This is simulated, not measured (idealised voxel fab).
process module | voxel self aligned vias
cross-section cut | 265 nm wide | cells 5 nm
A cross-section is a grid of square cells, given in bands from the top down. A band is one or more rows of cells.
Each band's line starts with the height of the band's top and of its bottom, in nm. Then come its materials from left to right, each with its width in nm. One material with "throughout" fills the band from edge to edge. "air" is empty space.
Height 0 is the level under which the wafer as received is all one material. The lowest band goes on downwards, as in "0 down".
A width such as "30 to 40" changes by the same amount from each row of cells to the next, from the band's top row to its bottom row.
"no change" after a step means that no cell of the cross-section changed.
closed voids: empty space of 8 cells or more with no open way to the top, each as width x height at its distance from the left edge, in nm
after a step's settings: what the simulator itself notes on the step
overlay nm, on a step with a mask: how far to the right of its planned place the mask lay; to the left if negative
plan
1 op RECEIVE | material Si
2 op CONFORMAL_DEP | material SiO2 | thk nm 15
3 op CONFORMAL_DEP | material SiCN | thk nm 5
4 op DIRECTIONAL_DEP | material lowk | thk nm 30
5 op PATTERN | tone open | mask id LINES | material resist | width nm 20 | pitch nm 65 | thk nm 20 | overlay nm 0
6 op DIRECTIONAL_ETCH | etch materials lowk | depth nm 30
7 op STRIP | etch materials resist
8 op CONFORMAL_DEP | material TiN | thk nm 5
9 op FILL_DEP | material W | thk nm 5
10 op CMP | height nm 50
11 op SELECTIVE_ETCH | etch materials W Ru TiN | depth nm 5
12 op FILL_DEP | material SiN | thk nm 10
13 op CMP | height nm 50
14 op DIRECTIONAL_DEP | material lowk | thk nm 20
15 op DIRECTIONAL_DEP | material aC | thk nm 10
16 op PATTERN | tone open | mask id VIAS | material resist | width nm 40 | pitch nm 65 | thk nm 30 | overlay nm 0
17 op DIRECTIONAL_ETCH | etch materials aC | depth nm 10
18 op STRIP | etch materials resist
19 op DIRECTIONAL_ETCH | etch materials lowk | depth nm 20
20 op DIRECTIONAL_ETCH | etch materials SiN | depth nm 5
21 op STRIP | etch materials aC
22 op CONFORMAL_DEP | material TiN | thk nm 5
23 op FILL_DEP | material W | thk nm 5
24 op CMP | height nm 70
25 op CONFORMAL_DEP | material SiCN | thk nm 5
first wafer, as planned
as received, after step 1
  0 down: Si throughout
  closed voids: none
after step 2
  15 to 0: SiO2 throughout
  below 0: unchanged
after step 3
  20 to 15: SiCN throughout
  below 15: unchanged
after step 4
  50 to 20: lowk throughout
  below 20: unchanged
after step 5
  70 to 50: resist 90 | air 20 | resist 45 | air 20 | resist 90
  below 50: unchanged
after step 6
  70 to 50: resist 90 | air 20 | resist 45 | air 20 | resist 90
  50 to 20: lowk 90 | air 20 | lowk 45 | air 20 | lowk 90
  below 20: unchanged
after step 7
  50 to 20: lowk 90 | air 20 | lowk 45 | air 20 | lowk 90
  below 20: unchanged
after step 8
  55 to 50: TiN 95 | air 10 | TiN 55 | air 10 | TiN 95
  50 to 25: lowk 90 | TiN 5 | air 10 | TiN 5 | lowk 45 | TiN 5 | air 10 | TiN 5 | lowk 90
  25 to 20: lowk 90 | TiN 20 | lowk 45 | TiN 20 | lowk 90
  below 20: unchanged
after step 9
  60 to 55: W throughout
  55 to 50: TiN 95 | W 10 | TiN 55 | W 10 | TiN 95
  50 to 25: lowk 90 | TiN 5 | W 10 | TiN 5 | lowk 45 | TiN 5 | W 10 | TiN 5 | lowk 90
  below 25: unchanged
after step 10
  50 to 25: lowk 90 | TiN 5 | W 10 | TiN 5 | lowk 45 | TiN 5 | W 10 | TiN 5 | lowk 90
  below 25: unchanged
after step 11
  50 to 45: lowk 90 | air 20 | lowk 45 | air 20 | lowk 90
  below 45: unchanged
after step 12
  60 to 50: SiN throughout
  50 to 45: lowk 90 | SiN 20 | lowk 45 | SiN 20 | lowk 90
  below 45: unchanged
after step 13
  50 to 45: lowk 90 | SiN 20 | lowk 45 | SiN 20 | lowk 90
  below 45: unchanged
after step 14
  70 to 50: lowk throughout
  below 50: unchanged
after step 15
  80 to 70: aC throughout
  below 70: unchanged
after step 16
  110 to 80: resist 80 | air 40 | resist 25 | air 40 | resist 80
  below 80: unchanged
after step 17
  100 to 80: resist 80 | air 40 | resist 25 | air 40 | resist 80
  80 to 70: aC 80 | air 40 | aC 25 | air 40 | aC 80
  below 70: unchanged
after step 18
  80 to 70: aC 80 | air 40 | aC 25 | air 40 | aC 80
  below 70: unchanged
after step 19
  80 to 70: aC 80 | air 40 | aC 25 | air 40 | aC 80
  70 to 50: lowk 80 | air 40 | lowk 25 | air 40 | lowk 80
  below 50: unchanged
after step 20
  80 to 70: aC 80 | air 40 | aC 25 | air 40 | aC 80
  70 to 50: lowk 80 | air 40 | lowk 25 | air 40 | lowk 80
  50 to 45: lowk 90 | air 20 | lowk 45 | air 20 | lowk 90
  below 45: unchanged
after step 21
  70 to 50: lowk 80 | air 40 | lowk 25 | air 40 | lowk 80
  below 50: unchanged
after step 22
  75 to 70: TiN 85 | air 30 | TiN 35 | air 30 | TiN 85
  70 to 55: lowk 80 | TiN 5 | air 30 | TiN 5 | lowk 25 | TiN 5 | air 30 | TiN 5 | lowk 80
  55 to 50: lowk 80 | TiN 15 | air 10 | TiN 15 | lowk 25 | TiN 15 | air 10 | TiN 15 | lowk 80
  50 to 45: lowk 90 | TiN 20 | lowk 45 | TiN 20 | lowk 90
  below 45: unchanged
after step 23
  80 to 75: W throughout
  75 to 70: TiN 85 | W 30 | TiN 35 | W 30 | TiN 85
  70 to 55: lowk 80 | TiN 5 | W 30 | TiN 5 | lowk 25 | TiN 5 | W 30 | TiN 5 | lowk 80
  55 to 50: lowk 80 | TiN 15 | W 10 | TiN 15 | lowk 25 | TiN 15 | W 10 | TiN 15 | lowk 80
  below 50: unchanged
after step 24
  70 to 55: lowk 80 | TiN 5 | W 30 | TiN 5 | lowk 25 | TiN 5 | W 30 | TiN 5 | lowk 80
  below 55: unchanged
after step 25
  75 to 70: SiCN throughout
  below 70: unchanged
second wafer: like start, like plan, one mistake. Through step 18 it matches the first wafer
when step 19 should have ended
  80 to 70: aC 80 | air 40 | aC 25 | air 40 | aC 80
  70 to 50: lowk 80 | air 40 | lowk 25 | air 40 | lowk 80
  50 to 45: lowk 80 | air 10 | SiN 20 | air 10 | lowk 25 | air 10 | SiN 20 | air 10 | lowk 80
  45 to 30: lowk 80 | air 10 | TiN 5 | W 10 | TiN 5 | air 10 | lowk 25 | air 10 | TiN 5 | W 10 | TiN 5 | air 10 | lowk 80
  below 30: unchanged
when step 20 should have ended
  80 to 70: aC 80 | air 40 | aC 25 | air 40 | aC 80
  70 to 45: lowk 80 | air 40 | lowk 25 | air 40 | lowk 80
  below 45: unchanged
when step 21 should have ended
  70 to 45: lowk 80 | air 40 | lowk 25 | air 40 | lowk 80
  below 45: unchanged
when step 22 should have ended
  75 to 70: TiN 85 | air 30 | TiN 35 | air 30 | TiN 85
  70 to 50: lowk 80 | TiN 5 | air 30 | TiN 5 | lowk 25 | TiN 5 | air 30 | TiN 5 | lowk 80
  50 to 45: lowk 80 | TiN 40 | lowk 25 | TiN 40 | lowk 80
  45 to 30: lowk 80 | TiN 15 | W 10 | TiN 15 | lowk 25 | TiN 15 | W 10 | TiN 15 | lowk 80
  below 30: unchanged
when step 23 should have ended
  80 to 75: W throughout
  75 to 70: TiN 85 | W 30 | TiN 35 | W 30 | TiN 85
  70 to 50: lowk 80 | TiN 5 | W 30 | TiN 5 | lowk 25 | TiN 5 | W 30 | TiN 5 | lowk 80
  below 50: unchanged
when step 24 should have ended
  70 to 50: lowk 80 | TiN 5 | W 30 | TiN 5 | lowk 25 | TiN 5 | W 30 | TiN 5 | lowk 80
  below 50: unchanged
when step 25 should have ended
  75 to 70: SiCN throughout
  below 70: unchanged
what went wrong: step 19 was run twice
at the end the second wafer has, in cells: 24 more of TiN | 8 more of W | 32 fewer of lowk
